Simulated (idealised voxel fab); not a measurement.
process module | voxel double patterning
cross-section cut | 280 nm wide | cells 5 nm
A cross-section is a grid of square cells, given in bands from the top down. A band is one or more rows of cells.
Each band's line starts with the height of the band's top and of its bottom, in nm. Then come its materials from left to right, each with its width in nm. One material with "throughout" fills the band from edge to edge. "air" is empty space.
Height 0 is the level under which the wafer as received is all one material. The lowest band goes on downwards, as in "0 down".
A width such as "30 to 40" changes by the same amount from each row of cells to the next, from the band's top row to its bottom row.
"no change" after a step means that no cell of the cross-section changed.
closed voids: empty space of 8 cells or more with no open way to the top, each as width x height at its distance from the left edge, in nm
after a step's settings: what the simulator itself notes on the step
overlay nm, on a step with a mask: how far to the right of its planned place the mask lay; to the left if negative
plan
1 op RECEIVE | material Si
2 op CONFORMAL_DEP | material SiO2 | thk nm 5
3 op DIRECTIONAL_DEP | material W | thk nm 10
4 op DIRECTIONAL_DEP | material SiN | thk nm 10
5 op MASKED_ETCH | tone open | mask id FIRST | width nm 15 | pitch nm 50 | etch materials SiN | depth nm 10 | overlay nm 0
6 op PATTERN | tone open | mask id SECOND | material resist | width nm 15 | pitch nm 50 | thk nm 15 | overlay nm 0
7 op DIRECTIONAL_ETCH | etch materials SiN | depth nm 10
8 op STRIP | etch materials resist
9 op DIRECTIONAL_ETCH | etch materials W | depth nm 10
10 op STRIP | etch materials SiN
as received, after step 1
  0 down: Si throughout
  closed voids: none
a wafer at the end: this start, this plan, one mistake
  15 to 10: SiO2 throughout
  10 to 0: W throughout
  0 down: Si throughout
  closed voids: none
what went wrong: steps 2 and 3 were swapped
